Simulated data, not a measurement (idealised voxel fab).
The document below concerns the process module designated voxel self aligned vias.
Displayed cross-section: cut, width of 270 nm, square cells sized 5 nm.
A cross-section in this document is a grid of square cells, and it is written down as bands, the top band listed before the ones below it; a band is made up of one or more rows of cells.
Each band's line starts with the height of the band's top and of its bottom, in nm. Then come its materials from left to right, each with its width in nm. One material with "all across" fills the band from edge to edge. "empty" is empty space.
For the purposes of this specification, 0 denotes the height below which the wafer in its as-received condition is composed wholly of one material, and the lowermost band, lacking a lower limit, extends downward without end, as expressed in "0 and below".
A two-number width, for instance "30 to 40", indicates that the width is equal to the first number in the top row of the band and to the second number in the bottom row, and that it changes by a constant amount per row of cells.
You'll sometimes find "left unchanged" written for a step, and that's the way of saying that nowhere in the cross-section did a cell change during that step.
You'll see "Fully closed voids" listing empty spaces that have no way open to the top, as long as they're 8 cells or more; the notation is width x height at distance, where the distance is from the left edge, and all of it is in nm.
Read whatever lies past the settings on a step's line as the simulator's own remark about the step.
"overlay nm" answers the question of how far to the right of plan the mask lay on a step that has a mask, and when it is negative the answer is to the left.

### Planned process steps
1,op RECEIVE | material Si
2,op CONFORMAL_DEP | material SiO2 | thk nm 10
3,op CONFORMAL_DEP | material SiCN | thk nm 5
4,op DIRECTIONAL_DEP | material SiO2 | thk nm 20
5,op MASKED_ETCH | tone open | mask id LINES | width nm 30 | pitch nm 60 | etch materials SiO2 | depth nm 20 | overlay nm 0
6,op CONFORMAL_DEP | material TiN | thk nm 5
7,op FILL_DEP | material Ru | thk nm 10
8,op CMP | height nm 35
9,op SELECTIVE_ETCH | etch materials W Ru TiN | depth nm 10
10,op FILL_DEP | material SiN | thk nm 10
11,op CMP | height nm 35
12,op DIRECTIONAL_DEP | material SiO2 | thk nm 15
13,op MASKED_ETCH | tone open | mask id VIAS | width nm 40 | etch materials SiO2 | depth nm 15 | overlay nm 0
14,op MASKED_ETCH | tone open | mask id VIAS | width nm 40 | etch materials SiN | depth nm 10 | overlay nm 0
15,op CONFORMAL_DEP | material TiN | thk nm 5
16,op FILL_DEP | material Ru | thk nm 10
17,op CMP | height nm 50
18,op CONFORMAL_DEP | material SiN | thk nm 5

### Wafer cross-section on receipt, i.e. after step 1
* 0 and below = Si all across
* Fully closed voids: none

### Cross-sectional result after module completion. Note: starting condition and plan are unchanged from above; one processing mistake was made
* 55 down to 50 = SiN all across
* 50 down to 40 = SiO2 85, TiN 5, Ru 30, TiN 5, SiO2 145
* 40 down to 35 = SiO2 85, TiN 40, SiO2 145
* 35 down to 25 = SiN 85, TiN 5, SiO2 30, TiN 5, SiN 25, SiO2 30, SiN 90
* 25 down to 20 = Ru 85, TiN 5, SiO2 30, TiN 5, Ru 20, TiN 5, SiO2 30, TiN 5, Ru 85
* 20 down to 15 = TiN 90, SiO2 30, TiN 30, SiO2 30, TiN 90
* 15 down to 10 = SiCN all across
* 10 down to 0 = SiO2 all across
* 0 and below = Si all across
* Fully closed voids: none
It is concluded that the wafer was processed incorrectly with respect to the plan, in that step 5 ran with different settings than intended, the actual operation and settings being op MASKED_ETCH | tone cover | mask id LINES | width nm 30 | pitch nm 60 | etch materials SiO2 | depth nm 20 | overlay nm 0
